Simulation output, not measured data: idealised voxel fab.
The following is a process module called voxel spacer lines.
It is cross-section cut that appears here, measuring 150 nm in width, its square cells being 5 nm in size.
In what follows, cross-sections appear as grids of square cells, described through bands that run from the top down, where every band is one or more rows of cells. This entry defines a band. It first specifies the height of the band's top and the height of its bottom in nm, and then specifies the band's materials from left to right, stating each material with its width in nm. The word "throughout" identifies a single material that fills the band from edge to edge, while the word "blank" identifies empty space. Height datum 0, below which the as-received substrate wafer is one material. Lowest band open at the bottom, running downward: "0 -> down". You'd read "30..40" like this: the band's top row of cells is as wide as the first number, its bottom row is as wide as the second, and going down, every row changes width by the same amount as the row before did. The cross-section has no changed cell in any step marked "no modification". The entry "Enclosed void listing" lists the empty spaces that cover at least 8 cells and have no open path to the top. Each is written as width x height at distance, where the distance is measured from the left edge and all three values are in nm. Post-settings text on a step line: simulator's own remark regarding the step. What "overlay nm" on a step's line means: if the step has a mask, that mask lay this far to the right of its planned place, or, when the value is negative, to the left.

## The process steps that were planned are listed below
- 1: RECEIVE [material Si]
- 2: CONFORMAL_DEP [material Al2O3] [thk nm 5]
- 3: DIRECTIONAL_DEP [material SiN] [thk nm 20]
- 4: DIRECTIONAL_DEP [material aC] [thk nm 20]
- 5: PATTERN [tone cover] [mask id MANDREL] [material resist] [width nm 25] [pitch nm 80] [thk nm 30] [overlay nm 0]
- 6: DIRECTIONAL_ETCH [etch materials aC] [depth nm 20]
- 7: STRIP [etch materials resist]
- 8: CONFORMAL_DEP [material SiO2] [thk nm 15]
- 9: DIRECTIONAL_ETCH [etch materials SiO2] [depth nm 15]
- 10: STRIP [etch materials aC]
- 11: DIRECTIONAL_ETCH [etch materials SiN] [depth nm 20]
- 12: STRIP [etch materials SiO2]

## Incoming wafer in cross-section (state: after step 1)
  0 -> down = Si throughout
  Enclosed void listing: none

## Sectioned view, first of two wafers, at the close of the module, processed as intended in the plan
  25 -> 5 = blank 5 nm, then SiN 15 nm, then blank 25 nm, then SiN 15 nm, then blank 25 nm, then SiN 15 nm, then blank 25 nm, then SiN 15 nm, then blank 10 nm
  5 -> 0 = Al2O3 throughout
  0 -> down = Si throughout
  Enclosed void listing: none

## Second wafer through the module, sectioned at the end: same beginning and same plan as the first wafer, with one mistake in carrying it out
  45 -> 25 = blank 5 nm, then SiN 15 nm, then blank 25 nm, then SiN 15 nm, then blank 25 nm, then SiN 15 nm, then blank 25 nm, then SiN 15 nm, then blank 10 nm
  25 -> 5 = SiN throughout
  5 -> 0 = Al2O3 throughout
  0 -> down = Si throughout
  Enclosed void listing: none
Want to know what went wrong? step 3 in the plan was executed twice
Heads up, by the end the second wafer has more or fewer cells of some materials compared to the first: SiN +120
